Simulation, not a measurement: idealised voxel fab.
You're looking at the process module voxel spacer lines.
Cross-section cut spans 220 nm and uses square cells 5 nm in size.
A cross-section in this document is a grid of square cells, and it is written down as bands, the top band listed before the ones below it; a band is made up of one or more rows of cells.
It is stipulated that each band's entry specify, in nanometres, the height of the top of the band and then that of its bottom, followed by the materials of the band in left-to-right sequence, each together with its width in nanometres. A single material marked by the word "throughout" is understood to fill the band from edge to edge; the word "blank" is understood to denote empty space.
Measure heights from 0. That's the level where, below it, the as-received wafer is all one material. The lowest band is bottomless and extends downward; write it as in "0 -> down".
Quick explanation for "30 to 40": the width changes in equal steps down the rows of cells, from the first number in the band's top row to the second number in its bottom row.
Take "remained unchanged" at face value: in the step it is given for, the cross-section changed in none of its cells.
Empty spaces without an open route to the top, at least 8 cells in extent, make up the entry "Unvented voids"; each is given as width x height at distance, where the distance is measured from the left edge, and all are in nm.
That trailing text on a step's line, after the settings, is the simulator's own remark on the step.
If you see "overlay nm" on a step's line and that step has a mask, it's telling you how far right of where it was planned the mask ended up; a negative number means it went left instead.
For the reader: what remains of this document is a series of pairs, each showing a cross-section before one process step and a cross-section after that step which reaches down only to the lowest band that changed, with the step between them and its settings set out under the pair. It should not be assumed that a pair continues from the pair above it; the pairs can come from different runs of this module on the same starting wafer, and such continuity exists only where the entry headed "Structure before processing" says so.

**Structure before processing**
  0 -> down | Si throughout
  Unvented voids: none

**After the Step**
  10 -> 0 | Al2O3 throughout
  Unchanged below 0.
  Unvented voids: none
Between the two cross-sections shown above lies CONFORMAL_DEP, material Al2O3, thk nm 10

Structure before processing: see the after view in the pair directly above.

**After the Step**
  25 -> 10 | TiN throughout
  Unchanged below 10.
  Unvented voids: none
Between the two cross-sections shown above lies DIRECTIONAL_DEP, material TiN, thk nm 15

Structure before processing: see the after view in the pair directly above.

**After the Step**
  55 -> 25 | polySi throughout
  Unchanged below 25.
  Unvented voids: none
Between the two cross-sections shown above lies DIRECTIONAL_DEP, material polySi, thk nm 30

Structure before processing: see the after view in the pair directly above.

**After the Step**
  90 -> 55 | blank 60 nm | resist 25 nm | blank 45 nm | resist 25 nm | blank 65 nm
  Unchanged below 55.
  Unvented voids: none
Between the two cross-sections shown above lies PATTERN, tone cover, mask id MANDREL, material resist, width nm 25, pitch nm 70, thk nm 35, overlay nm 0

Structure before processing: see the after view in the pair directly above.

**After the Step**
  90 -> 55 | blank 60 nm | resist 25 nm | blank 45 nm | resist 25 nm | blank 65 nm
  55 -> 25 | blank 60 nm | polySi 25 nm | blank 45 nm | polySi 25 nm | blank 65 nm
  Unchanged below 25.
  Unvented voids: none
Between the two cross-sections shown above lies DIRECTIONAL_ETCH, etch materials polySi, depth nm 30

Structure before processing: see the after view in the pair directly above.

**After the Step**
  55 -> 25 | blank 60 nm | polySi 25 nm | blank 45 nm | polySi 25 nm | blank 65 nm
  Unchanged below 25.
  Unvented voids: none
Between the two cross-sections shown above lies STRIP, etch materials resist

Structure before processing: see the after view in the pair directly above.

**After the Step**
  65 -> 55 | blank 50 nm | SiO2 45 nm | blank 25 nm | SiO2 45 nm | blank 55 nm
  55 -> 35 | blank 50 nm | SiO2 10 nm | polySi 25 nm | SiO2 10 nm | blank 25 nm | SiO2 10 nm | polySi 25 nm | SiO2 10 nm | blank 55 nm
  35 -> 25 | SiO2 60 nm | polySi 25 nm | SiO2 45 nm | polySi 25 nm | SiO2 65 nm
  Unchanged below 25.
  Unvented voids: none
Between the two cross-sections shown above lies CONFORMAL_DEP, material SiO2, thk nm 10

Structure before processing: see the after view in the pair directly above.

**After the Step**
  55 -> 25 | blank 50 nm | SiO2 10 nm | polySi 25 nm | SiO2 10 nm | blank 25 nm | SiO2 10 nm | polySi 25 nm | SiO2 10 nm | blank 55 nm
  Unchanged below 25.
  Unvented voids: none
Between the two cross-sections shown above lies DIRECTIONAL_ETCH, etch materials SiO2, depth nm 10

Structure before processing: see the after view in the pair directly above.

**After the Step**
  55 -> 25 | blank 50 nm | SiO2 10 nm | blank 25 nm | SiO2 10 nm | blank 25 nm | SiO2 10 nm | blank 25 nm | SiO2 10 nm | blank 55 nm
  Unchanged below 25.
  Unvented voids: none
Between the two cross-sections shown above lies STRIP, etch materials polySi

Structure before processing: see the after view in the pair directly above.

**After the Step**
  55 -> 25 | blank 50 nm | SiO2 10 nm | blank 25 nm | SiO2 10 nm | blank 25 nm | SiO2 10 nm | blank 25 nm | SiO2 10 nm | blank 55 nm
  25 -> 10 | blank 50 nm | TiN 10 nm | blank 25 nm | TiN 10 nm | blank 25 nm | TiN 10 nm | blank 25 nm | TiN 10 nm | blank 55 nm
  Unchanged below 10.
  Unvented voids: none
Between the two cross-sections shown above lies DIRECTIONAL_ETCH, etch materials TiN, depth nm 15

Structure before processing: see the after view in the pair directly above.

**After the Step**
  25 -> 10 | blank 50 nm | TiN 10 nm | blank 25 nm | TiN 10 nm | blank 25 nm | TiN 10 nm | blank 25 nm | TiN 10 nm | blank 55 nm
  Unchanged below 10.
  Unvented voids: none
Between the two cross-sections shown above lies STRIP, etch materials SiO2

Structure before processing: see the after view in the pair directly above.

**After the Step**
  30 -> 25 | SiO2 throughout
  25 -> 10 | SiO2 50 nm | TiN 10 nm | SiO2 25 nm | TiN 10 nm | SiO2 25 nm | TiN 10 nm | SiO2 25 nm | TiN 10 nm | SiO2 55 nm
  Unchanged below 10.
  Unvented voids: none
Between the two cross-sections shown above lies FILL_DEP, material SiO2, thk nm 5

Structure before processing: see the after view in the pair directly above.

**After the Step**
  25 -> 10 | SiO2 50 nm | TiN 10 nm | SiO2 25 nm | TiN 10 nm | SiO2 25 nm | TiN 10 nm | SiO2 25 nm | TiN 10 nm | SiO2 55 nm
  Unchanged below 10.
  Unvented voids: none
Between the two cross-sections shown above lies CMP, height nm 25

**Structure before processing**
  55 -> 25 | blank 50 nm | SiO2 10 nm | blank 25 nm | SiO2 10 nm | blank 25 nm | SiO2 10 nm | blank 25 nm | SiO2 10 nm | blank 55 nm
  25 -> 10 | blank 50 nm | TiN 10 nm | blank 25 nm | TiN 10 nm | blank 25 nm | TiN 10 nm | blank 25 nm | TiN 10 nm | blank 55 nm
  10 -> 0 | Al2O3 throughout
  0 -> down | Si throughout
  Unvented voids: none

**After the Step**
  60 -> 25 | SiO2 throughout
  25 -> 10 | SiO2 50 nm | TiN 10 nm | SiO2 25 nm | TiN 10 nm | SiO2 25 nm | TiN 10 nm | SiO2 25 nm | TiN 10 nm | SiO2 55 nm
  Unchanged below 10.
  Unvented voids: none
Between the two cross-sections shown above lies FILL_DEP, material SiO2, thk nm 5

Structure before processing: see the after view in the pair directly above.

**After the Step**
  25 -> 10 | SiO2 50 nm | TiN 10 nm | SiO2 25 nm | TiN 10 nm | SiO2 25 nm | TiN 10 nm | SiO2 25 nm | TiN 10 nm | SiO2 55 nm
  Unchanged below 10.
  Unvented voids: none
Between the two cross-sections shown above lies CMP, height nm 25

**Structure before processing**
  55 -> 25 | blank 50 nm | SiO2 10 nm | polySi 25 nm | SiO2 10 nm | blank 25 nm | SiO2 10 nm | polySi 25 nm | SiO2 10 nm | blank 55 nm
  25 -> 10 | TiN throughout
  10 -> 0 | Al2O3 throughout
  0 -> down | Si throughout
  Unvented voids: none

**After the Step**
  55 -> 45 | blank 60 nm | polySi 25 nm | blank 45 nm | polySi 25 nm | blank 65 nm
  Unchanged below 45.
  Unvented voids: none
Between the two cross-sections shown above lies DIRECTIONAL_ETCH, etch materials SiO2, depth nm 10

Structure before processing: see the after view in the pair directly above.

**After the Step**
  45 -> 25 | blank 50 nm | SiO2 10 nm | blank 25 nm | SiO2 10 nm | blank 25 nm | SiO2 10 nm | blank 25 nm | SiO2 10 nm | blank 55 nm
  Unchanged below 25.
  Unvented voids: none
Between the two cross-sections shown above lies STRIP, etch materials polySi

Structure before processing: see the after view in the pair directly above.

**After the Step**
  45 -> 25 | blank 50 nm | SiO2 10 nm | blank 25 nm | SiO2 10 nm | blank 25 nm | SiO2 10 nm | blank 25 nm | SiO2 10 nm | blank 55 nm
  25 -> 10 | blank 50 nm | TiN 10 nm | blank 25 nm | TiN 10 nm | blank 25 nm | TiN 10 nm | blank 25 nm | TiN 10 nm | blank 55 nm
  Unchanged below 10.
  Unvented voids: none
Between the two cross-sections shown above lies DIRECTIONAL_ETCH, etch materials TiN, depth nm 15

Structure before processing: see the after view in the pair directly above.

**After the Step**
  25 -> 10 | blank 50 nm | TiN 10 nm | blank 25 nm | TiN 10 nm | blank 25 nm | TiN 10 nm | blank 25 nm | TiN 10 nm | blank 55 nm
  Unchanged below 10.
  Unvented voids: none
Between the two cross-sections shown above lies STRIP, etch materials SiO2

**Structure before processing**
  0 -> down | Si throughout
  Unvented voids: none

**After the Step**
  15 -> 0 | TiN throughout
  Unchanged below 0.
  Unvented voids: none
Between the two cross-sections shown above lies DIRECTIONAL_DEP, material TiN, thk nm 15

Structure before processing: see the after view in the pair directly above.

**After the Step**
  25 -> 15 | Al2O3 throughout
  Unchanged below 15.
  Unvented voids: none
Between the two cross-sections shown above lies CONFORMAL_DEP, material Al2O3, thk nm 10

Structure before processing: see the after view in the pair directly above.

**After the Step**
  55 -> 25 | polySi throughout
  Unchanged below 25.
  Unvented voids: none
Between the two cross-sections shown above lies DIRECTIONAL_DEP, material polySi, thk nm 30

Structure before processing: see the after view in the pair directly above.

**After the Step**
  90 -> 55 | blank 60 nm | resist 25 nm | blank 45 nm | resist 25 nm | blank 65 nm
  Unchanged below 55.
  Unvented voids: none
Between the two cross-sections shown above lies PATTERN, tone cover, mask id MANDREL, material resist, width nm 25, pitch nm 70, thk nm 35, overlay nm 0

Structure before processing: see the after view in the pair directly above.

**After the Step**
  90 -> 55 | blank 60 nm | resist 25 nm | blank 45 nm | resist 25 nm | blank 65 nm
  55 -> 25 | blank 60 nm | polySi 25 nm | blank 45 nm | polySi 25 nm | blank 65 nm
  Unchanged below 25.
  Unvented voids: none
Between the two cross-sections shown above lies DIRECTIONAL_ETCH, etch materials polySi, depth nm 30

Structure before processing: see the after view in the pair directly above.

**After the Step**
  55 -> 25 | blank 60 nm | polySi 25 nm | blank 45 nm | polySi 25 nm | blank 65 nm
  Unchanged below 25.
  Unvented voids: none
Between the two cross-sections shown above lies STRIP, etch materials resist

Structure before processing: see the after view in the pair directly above.

**After the Step**
  65 -> 55 | blank 50 nm | SiO2 45 nm | blank 25 nm | SiO2 45 nm | blank 55 nm
  55 -> 35 | blank 50 nm | SiO2 10 nm | polySi 25 nm | SiO2 10 nm | blank 25 nm | SiO2 10 nm | polySi 25 nm | SiO2 10 nm | blank 55 nm
  35 -> 25 | SiO2 60 nm | polySi 25 nm | SiO2 45 nm | polySi 25 nm | SiO2 65 nm
  Unchanged below 25.
  Unvented voids: none
Between the two cross-sections shown above lies CONFORMAL_DEP, material SiO2, thk nm 10

Structure before processing: see the after view in the pair directly above.

**After the Step**
  55 -> 25 | blank 50 nm | SiO2 10 nm | polySi 25 nm | SiO2 10 nm | blank 25 nm | SiO2 10 nm | polySi 25 nm | SiO2 10 nm | blank 55 nm
  Unchanged below 25.
  Unvented voids: none
Between the two cross-sections shown above lies DIRECTIONAL_ETCH, etch materials SiO2, depth nm 10

Structure before processing: see the after view in the pair directly above.

**After the Step**
  55 -> 25 | blank 50 nm | SiO2 10 nm | blank 25 nm | SiO2 10 nm | blank 25 nm | SiO2 10 nm | blank 25 nm | SiO2 10 nm | blank 55 nm
  Unchanged below 25.
  Unvented voids: none
Between the two cross-sections shown above lies STRIP, etch materials polySi

Structure before processing: see the after view in the pair directly above.

**After the Step**
  25 -> 15 | Al2O3 throughout
  Unchanged below 15.
  Unvented voids: none
Between the two cross-sections shown above lies STRIP, etch materials SiO2

Structure before processing: see the after view in the pair directly above.

**After the Step**
  30 -> 25 | SiO2 throughout
  Unchanged below 25.
  Unvented voids: none
Between the two cross-sections shown above lies FILL_DEP, material SiO2, thk nm 5

Structure before processing: see the after view in the pair directly above.

**After the Step**
  25 -> 15 | Al2O3 throughout
  Unchanged below 15.
  Unvented voids: none
Between the two cross-sections shown above lies CMP, height nm 25

**Structure before processing**
  30 -> 25 | SiO2 throughout
  25 -> 10 | SiO2 50 nm | TiN 10 nm | SiO2 25 nm | TiN 10 nm | SiO2 25 nm | TiN 10 nm | SiO2 25 nm | TiN 10 nm | SiO2 55 nm
  10 -> 0 | Al2O3 throughout
  0 -> down | Si throughout
  Unvented voids: none

**After the Step**
  20 -> 10 | SiO2 50 nm | TiN 10 nm | SiO2 25 nm | TiN 10 nm | SiO2 25 nm | TiN 10 nm | SiO2 25 nm | TiN 10 nm | SiO2 55 nm
  Unchanged below 10.
  Unvented voids: none
Between the two cross-sections shown above lies CMP, height nm 20

**Structure before processing**
  55 -> 25 | polySi throughout
  25 -> 10 | TiN throughout
  10 -> 0 | Al2O3 throughout
  0 -> down | Si throughout
  Unvented voids: none

**After the Step**
  90 -> 55 | blank 65 nm | resist 20 nm | blank 50 nm | resist 20 nm | blank 65 nm
  Unchanged below 55.
  Unvented voids: none
Between the two cross-sections shown above lies PATTERN, tone cover, mask id MANDREL, material resist, width nm 20, pitch nm 70, thk nm 35, overlay nm 0

Structure before processing: see the after view in the pair directly above.

**After the Step**
  90 -> 55 | blank 65 nm | resist 20 nm | blank 50 nm | resist 20 nm | blank 65 nm
  55 -> 25 | blank 65 nm | polySi 20 nm | blank 50 nm | polySi 20 nm | blank 65 nm
  Unchanged below 25.
  Unvented voids: none
Between the two cross-sections shown above lies DIRECTIONAL_ETCH, etch materials polySi, depth nm 30

Structure before processing: see the after view in the pair directly above.

**After the Step**
  55 -> 25 | blank 65 nm | polySi 20 nm | blank 50 nm | polySi 20 nm | blank 65 nm
  Unchanged below 25.
  Unvented voids: none
Between the two cross-sections shown above lies STRIP, etch materials resist

Structure before processing: see the after view in the pair directly above.

**After the Step**
  65 -> 55 | blank 55 nm | SiO2 40 nm | blank 30 nm | SiO2 40 nm | blank 55 nm
  55 -> 35 | blank 55 nm | SiO2 10 nm | polySi 20 nm | SiO2 10 nm | blank 30 nm | SiO2 10 nm | polySi 20 nm | SiO2 10 nm | blank 55 nm
  35 -> 25 | SiO2 65 nm | polySi 20 nm | SiO2 50 nm | polySi 20 nm | SiO2 65 nm
  Unchanged below 25.
  Unvented voids: none
Between the two cross-sections shown above lies CONFORMAL_DEP, material SiO2, thk nm 10

Structure before processing: see the after view in the pair directly above.

**After the Step**
  55 -> 25 | blank 55 nm | SiO2 10 nm | polySi 20 nm | SiO2 10 nm | blank 30 nm | SiO2 10 nm | polySi 20 nm | SiO2 10 nm | blank 55 nm
  Unchanged below 25.
  Unvented voids: none
Between the two cross-sections shown above lies DIRECTIONAL_ETCH, etch materials SiO2, depth nm 10

Structure before processing: see the after view in the pair directly above.

**After the Step**
  55 -> 25 | blank 55 nm | SiO2 10 nm | blank 20 nm | SiO2 10 nm | blank 30 nm | SiO2 10 nm | blank 20 nm | SiO2 10 nm | blank 55 nm
  Unchanged below 25.
  Unvented voids: none
Between the two cross-sections shown above lies STRIP, etch materials polySi

Structure before processing: see the after view in the pair directly above.

**After the Step**
  55 -> 25 | blank 55 nm | SiO2 10 nm | blank 20 nm | SiO2 10 nm | blank 30 nm | SiO2 10 nm | blank 20 nm | SiO2 10 nm | blank 55 nm
  25 -> 10 | blank 55 nm | TiN 10 nm | blank 20 nm | TiN 10 nm | blank 30 nm | TiN 10 nm | blank 20 nm | TiN 10 nm | blank 55 nm
  Unchanged below 10.
  Unvented voids: none
Between the two cross-sections shown above lies DIRECTIONAL_ETCH, etch materials TiN, depth nm 15

Structure before processing: see the after view in the pair directly above.

**After the Step**
  25 -> 10 | blank 55 nm | TiN 10 nm | blank 20 nm | TiN 10 nm | blank 30 nm | TiN 10 nm | blank 20 nm | TiN 10 nm | blank 55 nm
  Unchanged below 10.
  Unvented voids: none
Between the two cross-sections shown above lies STRIP, etch materials SiO2

Structure before processing: see the after view in the pair directly above.

**After the Step**
  30 -> 25 | SiO2 throughout
  25 -> 10 | SiO2 55 nm | TiN 10 nm | SiO2 20 nm | TiN 10 nm | SiO2 30 nm | TiN 10 nm | SiO2 20 nm | TiN 10 nm | SiO2 55 nm
  Unchanged below 10.
  Unvented voids: none
Between the two cross-sections shown above lies FILL_DEP, material SiO2, thk nm 5

Structure before processing: see the after view in the pair directly above.

**After the Step**
  25 -> 10 | SiO2 55 nm | TiN 10 nm | SiO2 20 nm | TiN 10 nm | SiO2 30 nm | TiN 10 nm | SiO2 20 nm | TiN 10 nm | SiO2 55 nm
  Unchanged below 10.
  Unvented voids: none
Between the two cross-sections shown above lies CMP, height nm 25

**Structure before processing**
  55 -> 25 | polySi throughout
  25 -> 10 | TiN throughout
  10 -> 0 | Al2O3 throughout
  0 -> down | Si throughout
  Unvented voids: none

**After the Step**
  90 -> 55 | blank 50 nm | resist 25 nm | blank 45 nm | resist 25 nm | blank 75 nm
  Unchanged below 55.
  Unvented voids: none
Between the two cross-sections shown above lies PATTERN, tone cover, mask id MANDREL, material resist, width nm 25, pitch nm 70, thk nm 35, overlay nm -10

Structure before processing: see the after view in the pair directly above.

**After the Step**
  90 -> 55 | blank 50 nm | resist 25 nm | blank 45 nm | resist 25 nm | blank 75 nm
  55 -> 25 | blank 50 nm | polySi 25 nm | blank 45 nm | polySi 25 nm | blank 75 nm
  Unchanged below 25.
  Unvented voids: none
Between the two cross-sections shown above lies DIRECTIONAL_ETCH, etch materials polySi, depth nm 30

Structure before processing: see the after view in the pair directly above.

**After the Step**
  55 -> 25 | blank 50 nm | polySi 25 nm | blank 45 nm | polySi 25 nm | blank 75 nm
  Unchanged below 25.
  Unvented voids: none
Between the two cross-sections shown above lies STRIP, etch materials resist

Structure before processing: see the after view in the pair directly above.

**After the Step**
  65 -> 55 | blank 40 nm | SiO2 45 nm | blank 25 nm | SiO2 45 nm | blank 65 nm
  55 -> 35 | blank 40 nm | SiO2 10 nm | polySi 25 nm | SiO2 10 nm | blank 25 nm | SiO2 10 nm | polySi 25 nm | SiO2 10 nm | blank 65 nm
  35 -> 25 | SiO2 50 nm | polySi 25 nm | SiO2 45 nm | polySi 25 nm | SiO2 75 nm
  Unchanged below 25.
  Unvented voids: none
Between the two cross-sections shown above lies CONFORMAL_DEP, material SiO2, thk nm 10

Structure before processing: see the after view in the pair directly above.

**After the Step**
  55 -> 25 | blank 40 nm | SiO2 10 nm | polySi 25 nm | SiO2 10 nm | blank 25 nm | SiO2 10 nm | polySi 25 nm | SiO2 10 nm | blank 65 nm
  Unchanged below 25.
  Unvented voids: none
Between the two cross-sections shown above lies DIRECTIONAL_ETCH, etch materials SiO2, depth nm 10

Structure before processing: see the after view in the pair directly above.

**After the Step**
  55 -> 25 | blank 40 nm | SiO2 10 nm | blank 25 nm | SiO2 10 nm | blank 25 nm | SiO2 10 nm | blank 25 nm | SiO2 10 nm | blank 65 nm
  Unchanged below 25.
  Unvented voids: none
Between the two cross-sections shown above lies STRIP, etch materials polySi

Structure before processing: see the after view in the pair directly above.

**After the Step**
  55 -> 25 | blank 40 nm | SiO2 10 nm | blank 25 nm | SiO2 10 nm | blank 25 nm | SiO2 10 nm | blank 25 nm | SiO2 10 nm | blank 65 nm
  25 -> 10 | blank 40 nm | TiN 10 nm | blank 25 nm | TiN 10 nm | blank 25 nm | TiN 10 nm | blank 25 nm | TiN 10 nm | blank 65 nm
  Unchanged below 10.
  Unvented voids: none
Between the two cross-sections shown above lies DIRECTIONAL_ETCH, etch materials TiN, depth nm 15

Structure before processing: see the after view in the pair directly above.

**After the Step**
  25 -> 10 | blank 40 nm | TiN 10 nm | blank 25 nm | TiN 10 nm | blank 25 nm | TiN 10 nm | blank 25 nm | TiN 10 nm | blank 65 nm
  Unchanged below 10.
  Unvented voids: none
Between the two cross-sections shown above lies STRIP, etch materials SiO2

Structure before processing: see the after view in the pair directly above.

**After the Step**
  30 -> 25 | SiO2 throughout
  25 -> 10 | SiO2 40 nm | TiN 10 nm | SiO2 25 nm | TiN 10 nm | SiO2 25 nm | TiN 10 nm | SiO2 25 nm | TiN 10 nm | SiO2 65 nm
  Unchanged below 10.
  Unvented voids: none
Between the two cross-sections shown above lies FILL_DEP, material SiO2, thk nm 5

Structure before processing: see the after view in the pair directly above.

**After the Step**
  25 -> 10 | SiO2 40 nm | TiN 10 nm | SiO2 25 nm | TiN 10 nm | SiO2 25 nm | TiN 10 nm | SiO2 25 nm | TiN 10 nm | SiO2 65 nm
  Unchanged below 10.
  Unvented voids: none
Between the two cross-sections shown above lies CMP, height nm 25

**Structure before processing**
  25 -> 10 | blank 50 nm | TiN 10 nm | blank 25 nm | TiN 10 nm | blank 25 nm | TiN 10 nm | blank 25 nm | TiN 10 nm | blank 55 nm
  10 -> 0 | Al2O3 throughout
  0 -> down | Si throughout
  Unvented voids: none

**After the Step**
  30 -> 25 | Al2O3 throughout
  25 -> 10 | Al2O3 50 nm | TiN 10 nm | Al2O3 25 nm | TiN 10 nm | Al2O3 25 nm | TiN 10 nm | Al2O3 25 nm | TiN 10 nm | Al2O3 55 nm
  Unchanged below 10.
  Unvented voids: none
Between the two cross-sections shown above lies FILL_DEP, material Al2O3, thk nm 5

Structure before processing: see the after view in the pair directly above.

**After the Step**
  25 -> 10 | Al2O3 50 nm | TiN 10 nm | Al2O3 25 nm | TiN 10 nm | Al2O3 25 nm | TiN 10 nm | Al2O3 25 nm | TiN 10 nm | Al2O3 55 nm
  Unchanged below 10.
  Unvented voids: none
Between the two cross-sections shown above lies CMP, height nm 25

**Structure before processing**
  55 -> 25 | polySi throughout
  25 -> 10 | TiN throughout
  10 -> 0 | Al2O3 throughout
  0 -> down | Si throughout
  Unvented voids: none

**After the Step**
  90 -> 55 | resist 60 nm | blank 25 nm | resist 45 nm | blank 25 nm | resist 65 nm
  Unchanged below 55.
  Unvented voids: none
Between the two cross-sections shown above lies PATTERN, tone open, mask id MANDREL, material resist, width nm 25, pitch nm 70, thk nm 35, overlay nm 0

Structure before processing: see the after view in the pair directly above.

**After the Step**
  90 -> 55 | resist 60 nm | blank 25 nm | resist 45 nm | blank 25 nm | resist 65 nm
  55 -> 25 | polySi 60 nm | blank 25 nm | polySi 45 nm | blank 25 nm | polySi 65 nm
  Unchanged below 25.
  Unvented voids: none
Between the two cross-sections shown above lies DIRECTIONAL_ETCH, etch materials polySi, depth nm 30

Structure before processing: see the after view in the pair directly above.

**After the Step**
  55 -> 25 | polySi 60 nm | blank 25 nm | polySi 45 nm | blank 25 nm | polySi 65 nm
  Unchanged below 25.
  Unvented voids: none
Between the two cross-sections shown above lies STRIP, etch materials resist

Structure before processing: see the after view in the pair directly above.

**After the Step**
  65 -> 55 | SiO2 70 nm | blank 5 nm | SiO2 65 nm | blank 5 nm | SiO2 75 nm
  55 -> 35 | polySi 60 nm | SiO2 10 nm | blank 5 nm | SiO2 10 nm | polySi 45 nm | SiO2 10 nm | blank 5 nm | SiO2 10 nm | polySi 65 nm
  35 -> 25 | polySi 60 nm | SiO2 25 nm | polySi 45 nm | SiO2 25 nm | polySi 65 nm
  Unchanged below 25.
  Unvented voids: none
Between the two cross-sections shown above lies CONFORMAL_DEP, material SiO2, thk nm 10

Structure before processing: see the after view in the pair directly above.

**After the Step**
  55 -> 25 | polySi 60 nm | SiO2 10 nm | blank 5 nm | SiO2 10 nm | polySi 45 nm | SiO2 10 nm | blank 5 nm | SiO2 10 nm | polySi 65 nm
  Unchanged below 25.
  Unvented voids: none
Between the two cross-sections shown above lies DIRECTIONAL_ETCH, etch materials SiO2, depth nm 10

Structure before processing: see the after view in the pair directly above.

**After the Step**
  55 -> 25 | blank 60 nm | SiO2 10 nm | blank 5 nm | SiO2 10 nm | blank 45 nm | SiO2 10 nm | blank 5 nm | SiO2 10 nm | blank 65 nm
  Unchanged below 25.
  Unvented voids: none
Between the two cross-sections shown above lies STRIP, etch materials polySi

Structure before processing: see the after view in the pair directly above.

**After the Step**
  55 -> 25 | blank 60 nm | SiO2 10 nm | blank 5 nm | SiO2 10 nm | blank 45 nm | SiO2 10 nm | blank 5 nm | SiO2 10 nm | blank 65 nm
  25 -> 10 | blank 60 nm | TiN 10 nm | blank 5 nm | TiN 10 nm | blank 45 nm | TiN 10 nm | blank 5 nm | TiN 10 nm | blank 65 nm
  Unchanged below 10.
  Unvented voids: none
Between the two cross-sections shown above lies DIRECTIONAL_ETCH, etch materials TiN, depth nm 15

Structure before processing: see the after view in the pair directly above.

**After the Step**
  25 -> 10 | blank 60 nm | TiN 10 nm | blank 5 nm | TiN 10 nm | blank 45 nm | TiN 10 nm | blank 5 nm | TiN 10 nm | blank 65 nm
  Unchanged below 10.
  Unvented voids: none
Between the two cross-sections shown above lies STRIP, etch materials SiO2

Structure before processing: see the after view in the pair directly above.

**After the Step**
  30 -> 25 | SiO2 throughout
  25 -> 10 | SiO2 60 nm | TiN 10 nm | SiO2 5 nm | TiN 10 nm | SiO2 45 nm | TiN 10 nm | SiO2 5 nm | TiN 10 nm | SiO2 65 nm
  Unchanged below 10.
  Unvented voids: none
Between the two cross-sections shown above lies FILL_DEP, material SiO2, thk nm 5

Structure before processing: see the after view in the pair directly above.

**After the Step**
  25 -> 10 | SiO2 60 nm | TiN 10 nm | SiO2 5 nm | TiN 10 nm | SiO2 45 nm | TiN 10 nm | SiO2 5 nm | TiN 10 nm | SiO2 65 nm
  Unchanged below 10.
  Unvented voids: none
Between the two cross-sections shown above lies CMP, height nm 25
